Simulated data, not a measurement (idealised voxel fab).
process module | voxel spacer lines
cross-section cut | 200 nm wide | cells 5 nm
A cross-section is a grid of square cells, given in bands from the top down. A band is one or more rows of cells.
Each band's line starts with the height of the band's top and of its bottom, in nm. Then come its materials from left to right, each with its width in nm. One material with "throughout" fills the band from edge to edge. "air" is empty space.
Height 0 is the level under which the wafer as received is all one material. The lowest band goes on downwards, as in "0 down".
A width such as "30 to 40" changes by the same amount from each row of cells to the next, from the band's top row to its bottom row.
"no change" after a step means that no cell of the cross-section changed.
closed voids: empty space of 8 cells or more with no open way to the top, each as width x height at its distance from the left edge, in nm
after a step's settings: what the simulator itself notes on the step
overlay nm, on a step with a mask: how far to the right of its planned place the mask lay; to the left if negative
plan
1 op RECEIVE | material Si
2 op CONFORMAL_DEP | material Al2O3 | thk nm 10
3 op DIRECTIONAL_DEP | material W | thk nm 20
4 op DIRECTIONAL_DEP | material aC | thk nm 20
5 op PATTERN | tone cover | mask id MANDREL | material resist | width nm 20 | pitch nm 60 | thk nm 25 | overlay nm 0
6 op DIRECTIONAL_ETCH | etch materials aC | depth nm 20
7 op STRIP | etch materials resist
8 op CONFORMAL_DEP | material SiN | thk nm 10
9 op DIRECTIONAL_ETCH | etch materials SiN | depth nm 10
10 op STRIP | etch materials aC
11 op DIRECTIONAL_ETCH | etch materials W | depth nm 20
12 op STRIP | etch materials SiN
first wafer, as planned
as received, after step 1
  0 down: Si throughout
  closed voids: none
after step 2
  10 to 0: Al2O3 throughout
  below 0: unchanged
after step 3
  30 to 10: W throughout
  below 10: unchanged
after step 4
  50 to 30: aC throughout
  below 30: unchanged
after step 5
  75 to 50: air 30 | resist 20 | air 40 | resist 20 | air 40 | resist 20 | air 30
  below 50: unchanged
after step 6
  55 to 50: air 30 | resist 20 | air 40 | resist 20 | air 40 | resist 20 | air 30
  50 to 30: air 30 | aC 20 | air 40 | aC 20 | air 40 | aC 20 | air 30
  below 30: unchanged
after step 7
  50 to 30: air 30 | aC 20 | air 40 | aC 20 | air 40 | aC 20 | air 30
  below 30: unchanged
after step 8
  60 to 50: air 20 | SiN 40 | air 20 | SiN 40 | air 20 | SiN 40 | air 20
  50 to 40: air 20 | SiN 10 | aC 20 | SiN 10 | air 20 | SiN 10 | aC 20 | SiN 10 | air 20 | SiN 10 | aC 20 | SiN 10 | air 20
  40 to 30: SiN 30 | aC 20 | SiN 40 | aC 20 | SiN 40 | aC 20 | SiN 30
  below 30: unchanged
after step 9
  50 to 30: air 20 | SiN 10 | aC 20 | SiN 10 | air 20 | SiN 10 | aC 20 | SiN 10 | air 20 | SiN 10 | aC 20 | SiN 10 | air 20
  below 30: unchanged
after step 10
  50 to 30: air 20 | SiN 10 | air 20 | SiN 10 | air 20 | SiN 10 | air 20 | SiN 10 | air 20 | SiN 10 | air 20 | SiN 10 | air 20
  below 30: unchanged
after step 11
  50 to 30: air 20 | SiN 10 | air 20 | SiN 10 | air 20 | SiN 10 | air 20 | SiN 10 | air 20 | SiN 10 | air 20 | SiN 10 | air 20
  30 to 10: air 20 | W 10 | air 20 | W 10 | air 20 | W 10 | air 20 | W 10 | air 20 | W 10 | air 20 | W 10 | air 20
  below 10: unchanged
after step 12
  30 to 10: air 20 | W 10 | air 20 | W 10 | air 20 | W 10 | air 20 | W 10 | air 20 | W 10 | air 20 | W 10 | air 20
  below 10: unchanged
second wafer: like start, like plan, one mistake. Through step 2 it matches the first wafer
when step 3 should have ended
  40 to 10: W throughout
  below 10: unchanged
when step 4 should have ended
  60 to 40: aC throughout
  below 40: unchanged
when step 5 should have ended
  85 to 60: air 30 | resist 20 | air 40 | resist 20 | air 40 | resist 20 | air 30
  below 60: unchanged
when step 6 should have ended
  65 to 60: air 30 | resist 20 | air 40 | resist 20 | air 40 | resist 20 | air 30
  60 to 40: air 30 | aC 20 | air 40 | aC 20 | air 40 | aC 20 | air 30
  below 40: unchanged
when step 7 should have ended
  60 to 40: air 30 | aC 20 | air 40 | aC 20 | air 40 | aC 20 | air 30
  below 40: unchanged
when step 8 should have ended
  70 to 60: air 20 | SiN 40 | air 20 | SiN 40 | air 20 | SiN 40 | air 20
  60 to 50: air 20 | SiN 10 | aC 20 | SiN 10 | air 20 | SiN 10 | aC 20 | SiN 10 | air 20 | SiN 10 | aC 20 | SiN 10 | air 20
  50 to 40: SiN 30 | aC 20 | SiN 40 | aC 20 | SiN 40 | aC 20 | SiN 30
  below 40: unchanged
when step 9 should have ended
  60 to 40: air 20 | SiN 10 | aC 20 | SiN 10 | air 20 | SiN 10 | aC 20 | SiN 10 | air 20 | SiN 10 | aC 20 | SiN 10 | air 20
  below 40: unchanged
when step 10 should have ended
  60 to 40: air 20 | SiN 10 | air 20 | SiN 10 | air 20 | SiN 10 | air 20 | SiN 10 | air 20 | SiN 10 | air 20 | SiN 10 | air 20
  below 40: unchanged
when step 11 should have ended
  60 to 40: air 20 | SiN 10 | air 20 | SiN 10 | air 20 | SiN 10 | air 20 | SiN 10 | air 20 | SiN 10 | air 20 | SiN 10 | air 20
  40 to 20: air 20 | W 10 | air 20 | W 10 | air 20 | W 10 | air 20 | W 10 | air 20 | W 10 | air 20 | W 10 | air 20
  below 20: unchanged
when step 12 should have ended
  40 to 20: air 20 | W 10 | air 20 | W 10 | air 20 | W 10 | air 20 | W 10 | air 20 | W 10 | air 20 | W 10 | air 20
  below 20: unchanged
what went wrong: step 3 ran as: op DIRECTIONAL_DEP | material W | thk nm 30
at the end the second wafer has, in cells: 80 more of W
